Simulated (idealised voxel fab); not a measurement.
process module | voxel capacitor over wiring
The width of the displayed cross-section, cut, is 185 nm; its cells are square, with a size of 5 nm.
The cross-sections in this document take the form of a grid made of square cells. They are written out as bands, in order from top to bottom. Each band consists of one or more rows of cells.
Top, bottom (nm), then materials left to right with widths (nm); lone material tagged "edge to edge" fills the whole band edge to edge; "blank" = empty space.
Height datum 0, below which the as-received substrate wafer is one material. Lowest band open at the bottom, running downward: "0 and below".
The width entry "30 to 40" should be interpreted row by row: the top row of cells in the band takes the first number, the bottom row takes the second number, and the change between adjacent rows is uniform throughout.
When a step is marked "no modifications", none of the cells in the cross-section changed during that step.
If an empty space has no open way to the top and is at least 8 cells in size, "closed voids" lists it, written width x height at distance, where distance is measured from the left edge and every value is in nm.
after a step's settings: what the simulator itself notes on the step
Among the settings permitted on a step's line is "overlay nm"; applied to a step with a mask, it specifies the extent to which the mask lay to the right of its planned position, whereas a negative figure signifies a position to the left.
[Listed below are the process steps as planned]
1 RECEIVE (material Si)
2 CONFORMAL_DEP (material SiO2; thk nm 15)
3 CONFORMAL_DEP (material SiCN; thk nm 5)
4 DIRECTIONAL_DEP (material lowk; thk nm 20)
5 DIRECTIONAL_DEP (material aC; thk nm 15)
6 PATTERN (tone open; mask id METAL_1; material resist; width nm 20; pitch nm 75; thk nm 35; overlay nm 0)
7 DIRECTIONAL_ETCH (etch materials aC; depth nm 15)
8 STRIP (etch materials resist)
9 DIRECTIONAL_ETCH (etch materials lowk; depth nm 20)
10 DIRECTIONAL_ETCH (etch materials SiCN; depth nm 5)
11 STRIP (etch materials aC)
12 CONFORMAL_DEP (material TiN; thk nm 5)
13 FILL_DEP (material W; thk nm 5)
14 CMP (height nm 40)
15 CONFORMAL_DEP (material SiCN; thk nm 5)
16 DIRECTIONAL_DEP (material SiO2; thk nm 15)
17 PATTERN (tone open; mask id PLUG_1; material resist; width nm 15; thk nm 20; overlay nm 0)
18 DIRECTIONAL_ETCH (etch materials SiO2; depth nm 15)
19 DIRECTIONAL_ETCH (etch materials SiCN; depth nm 5)
20 STRIP (etch materials resist)
21 EPI (material Ru; thk nm 10)
22 EPI (material Ru; thk nm 10)
23 DIRECTIONAL_DEP (material TiN; thk nm 5)
24 DIRECTIONAL_DEP (material Al2O3; thk nm 5)
25 DIRECTIONAL_DEP (material TiN; thk nm 5)
26 DIRECTIONAL_DEP (material aC; thk nm 15)
27 PATTERN (tone cover; mask id UPPER_PLATE; material resist; width nm 60; thk nm 30; overlay nm 0)
28 DIRECTIONAL_ETCH (etch materials aC; depth nm 15)
29 STRIP (etch materials resist)
30 DIRECTIONAL_ETCH (etch materials TiN; depth nm 5)
31 DIRECTIONAL_ETCH (etch materials Al2O3; depth nm 5)
32 STRIP (etch materials aC)
33 PATTERN (tone cover; mask id LOWER_PLATE; material resist; width nm 70; thk nm 20; overlay nm 0)
34 DIRECTIONAL_ETCH (etch materials TiN; depth nm 5)
35 STRIP (etch materials resist)
36 FILL_DEP (material SiO2; thk nm 15)
37 CMP (height nm 85)
38 MASKED_ETCH (tone open; mask id PLUG_2; width nm 15; etch materials SiO2; depth nm 5; overlay nm 0)
39 CONFORMAL_DEP (material TiN; thk nm 5)
40 FILL_DEP (material Ru; thk nm 5)
41 CMP (height nm 85)
42 CONFORMAL_DEP (material SiN; thk nm 5)
The plan's step 38 depth nm is the first wafer's value; the wafers differ in this setting and start identical.
[Here's the first of the wafers in cross-section, just as we got it, i.e. after step 1]
* 0 and below  Si edge to edge
* closed voids: none
[wafer rows; end of module; cells per material since receipt: (+) gained, (-) lost; then closed voids]
depth nm 5, +12 Al2O3, +12 Ru, +63 SiCN, +37 SiN, +357 SiO2, +53 TiN, +16 W, +116 lowk, closed voids: none
depth nm 10, +12 Al2O3, +13 Ru, +63 SiCN, +37 SiN, +354 SiO2, +55 TiN, +16 W, +116 lowk, closed voids: none
depth nm 15, +12 Al2O3, +13 Ru, +63 SiCN, +37 SiN, +354 SiO2, +55 TiN, +16 W, +116 lowk, closed voids: none
depth nm 20, +12 Al2O3, +13 Ru, +63 SiCN, +37 SiN, +354 SiO2, +55 TiN, +16 W, +116 lowk, closed voids: none
depth nm 25, +12 Al2O3, +13 Ru, +63 SiCN, +37 SiN, +354 SiO2, +55 TiN, +16 W, +116 lowk, closed voids: none
